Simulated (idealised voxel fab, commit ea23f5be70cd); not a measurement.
The following process module bears the name voxel wiring stack.
Xsec cut, 250 nm wide, square cell size 5 nm.
Cross-sections here: square-cell grids, written as top-down lists of bands, a band being one or more rows of cells.
Band: top height; bottom height; in nm. Then, left to right: material with width in nm, for each material. "all across": a single material spanning edge to edge. "air": empty space.
Basically, 0 is our baseline, since under it the wafer straight out of the box is all one material. The bottom band has no lower end and keeps on going down, so it looks like "0 -> down".
A width given as "30->40" starts at the first number in the band's top row and ends at the second number in its bottom row, shifting by an equal amount at every step from row to row.
For the purposes of this document, the phrase "no alterations made" attached to a step denotes that no cell within the cross-section was modified by that step.
Basically, "Enclosed voids" tells you about the enclosed voids: empty spaces with no open way to the top, 8 cells or bigger, each written width x height at distance, where distance is from the left edge, all in nm.
What comes after the settings on a step's line is commentary from the simulator itself on that step.
The "overlay nm" setting may appear on a step's line; for a step that uses a mask, it gives how far to the right of its planned position the mask lay, and a negative value indicates the left.

Steps in the process plan:
| 1 | RECEIVE,material Si |
| 2 | CONFORMAL_DEP,material SiO2,thk nm 10 |
| 3 | CONFORMAL_DEP,material SiN,thk nm 5 |
| 4 | DIRECTIONAL_DEP,material SiO2,thk nm 20 |
| 5 | DIRECTIONAL_DEP,material aC,thk nm 10 |
| 6 | PATTERN,tone open,mask id METAL_1,material resist,width nm 20,pitch nm 40,thk nm 25,overlay nm 0 |
| 7 | DIRECTIONAL_ETCH,etch materials aC,depth nm 10 |
| 8 | STRIP,etch materials resist |
| 9 | DIRECTIONAL_ETCH,etch materials SiO2,depth nm 20 |
| 10 | DIRECTIONAL_ETCH,etch materials SiN,depth nm 5 |
| 11 | STRIP,etch materials aC |
| 12 | CONFORMAL_DEP,material TiN,thk nm 5 |
| 13 | FILL_DEP,material Cu,thk nm 5 |
| 14 | CMP,height nm 35 |
| 15 | CONFORMAL_DEP,material SiCN,thk nm 5 |
| 16 | DIRECTIONAL_DEP,material lowk,thk nm 30 |
| 17 | MASKED_ETCH,tone open,mask id METAL_2,width nm 20,pitch nm 40,etch materials lowk,depth nm 20,overlay nm 0 |
| 18 | PATTERN,tone open,mask id METAL_2_HOLES,material resist,width nm 15,pitch nm 40,thk nm 20,overlay nm 0 |
| 19 | DIRECTIONAL_ETCH,etch materials lowk,depth nm 10 |
| 20 | DIRECTIONAL_ETCH,etch materials SiCN,depth nm 5 |
| 21 | STRIP,etch materials resist |
| 22 | CONFORMAL_DEP,material TiN,thk nm 5 |
| 23 | FILL_DEP,material Cu,thk nm 10 |
| 24 | CMP,height nm 70 |
| 25 | CONFORMAL_DEP,material SiCN,thk nm 5 |
| 26 | DIRECTIONAL_DEP,material lowk,thk nm 10 |
| 27 | DIRECTIONAL_DEP,material aC,thk nm 15 |
| 28 | PATTERN,tone open,mask id PLUG_2,material resist,width nm 15,thk nm 35,overlay nm 0 |
| 29 | DIRECTIONAL_ETCH,etch materials aC,depth nm 15 |
| 30 | STRIP,etch materials resist |
| 31 | DIRECTIONAL_ETCH,etch materials lowk,depth nm 10 |
| 32 | DIRECTIONAL_ETCH,etch materials SiCN,depth nm 5 |
| 33 | STRIP,etch materials aC |
| 34 | EPI,material Ru,thk nm 10 |
| 35 | EPI,material Ru,thk nm 5 |
| 36 | CONFORMAL_DEP,material SiCN,thk nm 5 |
| 37 | DIRECTIONAL_DEP,material lowk,thk nm 20 |
| 38 | PATTERN,tone open,mask id METAL_3,material resist,width nm 20,pitch nm 40,thk nm 15,overlay nm 0 |
| 39 | DIRECTIONAL_ETCH,etch materials lowk,depth nm 20 |
| 40 | DIRECTIONAL_ETCH,etch materials SiCN,depth nm 5 |
| 41 | STRIP,etch materials resist |
| 42 | CONFORMAL_DEP,material TiN,thk nm 5 |
| 43 | FILL_DEP,material Cu,thk nm 5 |
| 44 | CMP,height nm 110 |
| 45 | EPI,material Ru,thk nm 5 |
| 46 | FILL_DEP,material SiCN,thk nm 5 |
| 47 | DIRECTIONAL_DEP,material SiO2,thk nm 10 |
| 48 | DIRECTIONAL_DEP,material aC,thk nm 10 |
| 49 | PATTERN,tone open,mask id PLUG_3,material resist,width nm 15,pitch nm 40,thk nm 30,overlay nm 0 |
| 50 | DIRECTIONAL_ETCH,etch materials aC,depth nm 10 |
| 51 | STRIP,etch materials resist |
| 52 | DIRECTIONAL_ETCH,etch materials SiO2,depth nm 10 |
| 53 | DIRECTIONAL_ETCH,etch materials SiCN,depth nm 5 |
| 54 | STRIP,etch materials aC |
| 55 | EPI,material Ru,thk nm 10 |
| 56 | EPI,material Ru,thk nm 5 |
| 57 | CONFORMAL_DEP,material SiN,thk nm 5 |
| 58 | DIRECTIONAL_DEP,material SiO2,thk nm 15 |
| 59 | MASKED_ETCH,tone open,mask id METAL_4,width nm 20,pitch nm 40,etch materials SiO2,depth nm 15,overlay nm 0 |
| 60 | MASKED_ETCH,tone open,mask id METAL_4,width nm 20,pitch nm 40,etch materials SiN,depth nm 5,overlay nm 0 |
| 61 | CONFORMAL_DEP,material TiN,thk nm 5 |
| 62 | FILL_DEP,material W,thk nm 10 |
| 63 | CMP,height nm 150 |
| 64 | EPI,material Ru,thk nm 5 |
| 65 | FILL_DEP,material SiCN,thk nm 5 |

Shown in cross-section is the wafer as received, that is, as it stands after step 1:
  0 -> down = Si all across
  Enclosed voids: none

Cross-sectional view of the first of the two wafers upon completion of the module, processed in accordance with the plan:
  160 -> 155 = SiCN all across
  155 -> 150 = SiCN=90, then Ru=30, then SiCN=10, then Ru=30, then SiCN=90
  150 -> 135 = SiO2=95, then TiN=5, then W=10, then TiN=5, then SiO2=20, then TiN=5, then W=10, then TiN=5, then SiO2=95
  135 -> 130 = SiN=95, then TiN=20, then SiN=20, then TiN=20, then SiN=95
  130 -> 120 = SiO2=95, then Ru=15, then SiO2=25, then Ru=15, then SiO2=100
  120 -> 110 = SiCN=95->90, then Ru=15->30, then SiCN=25->10, then Ru=15->30, then SiCN=100->90
  110 -> 90 = lowk=95, then TiN=5, then Cu=10, then TiN=5, then lowk=20, then TiN=5, then Cu=10, then TiN=5, then lowk=95
  90 -> 85 = SiCN=95, then TiN=20, then SiCN=20, then TiN=20, then SiCN=95
  85 -> 75 = lowk=95, then Ru=15, then lowk=140
  75 -> 70 = SiCN=95, then Ru=15, then SiCN=140
  70 -> 55 = lowk=95, then TiN=5, then Cu=10, then TiN=5, then lowk=20, then TiN=5, then Cu=10, then TiN=5, then lowk=95
  55 -> 50 = lowk=95, then TiN=5, then Cu=5, then TiN=10, then lowk=20, then TiN=5, then Cu=5, then TiN=10, then lowk=95
  50 -> 40 = lowk=95, then TiN=5, then Cu=5, then TiN=5, then lowk=25, then TiN=5, then Cu=5, then TiN=5, then lowk=100
  40 -> 35 = SiCN=95, then TiN=15, then SiCN=25, then TiN=15, then SiCN=100
  35 -> 15 = SiO2=95, then TiN=5, then Cu=10, then TiN=5, then SiO2=20, then TiN=5, then Cu=10, then TiN=5, then SiO2=95
  15 -> 10 = SiN=95, then TiN=20, then SiN=20, then TiN=20, then SiN=95
  10 -> 0 = SiO2 all across
  0 -> down = Si all across
  Enclosed voids: none

Second wafer cross-section at end of module - shared start and plan with the first, one mistake in the run:
  160 -> 155 = SiCN all across
  155 -> 150 = SiCN=90, then Ru=30, then SiCN=10, then Ru=30, then SiCN=90
  150 -> 135 = SiO2=95, then TiN=5, then W=10, then TiN=5, then SiO2=20, then TiN=5, then W=10, then TiN=5, then SiO2=95
  135 -> 130 = SiN=95, then TiN=20, then SiN=20, then TiN=20, then SiN=95
  130 -> 120 = SiO2=95, then Ru=15, then SiO2=25, then Ru=15, then SiO2=100
  120 -> 110 = SiCN=95->90, then Ru=15->30, then SiCN=25->10, then Ru=15->30, then SiCN=100->90
  110 -> 90 = lowk=95, then TiN=5, then Cu=10, then TiN=5, then lowk=20, then TiN=5, then Cu=10, then TiN=5, then lowk=95
  90 -> 85 = SiCN=95, then TiN=20, then SiCN=20, then TiN=20, then SiCN=95
  85 -> 75 = lowk=95, then Ru=15, then lowk=140
  75 -> 70 = SiCN=95, then Ru=15, then SiCN=140
  70 -> 65 = Cu all across
  65 -> 60 = TiN=100, then Cu=10, then TiN=30, then Cu=10, then TiN=100
  60 -> 45 = lowk=95, then TiN=5, then Cu=10, then TiN=5, then lowk=20, then TiN=5, then Cu=10, then TiN=5, then lowk=95
  45 -> 40 = lowk=95, then TiN=5, then Cu=5, then TiN=10, then lowk=20, then TiN=5, then Cu=5, then TiN=10, then lowk=95
  40 -> 30 = lowk=95, then TiN=5, then Cu=5, then TiN=5, then lowk=25, then TiN=5, then Cu=5, then TiN=5, then lowk=100
  30 -> 25 = SiCN=95, then TiN=15, then SiCN=25, then TiN=15, then SiCN=100
  25 -> 15 = SiO2=95, then TiN=5, then Cu=10, then TiN=5, then SiO2=20, then TiN=5, then Cu=10, then TiN=5, then SiO2=95
  15 -> 10 = SiN=95, then TiN=20, then SiN=20, then TiN=20, then SiN=95
  10 -> 0 = SiO2 all across
  0 -> down = Si all across
  Enclosed voids: none
Run error: planned and actual differ for step 14; actual: CMP,height nm 25
Final comparison by cell count, materials where the second wafer has more or fewer than the first: Cu +46 | SiO2 -84 | TiN +38
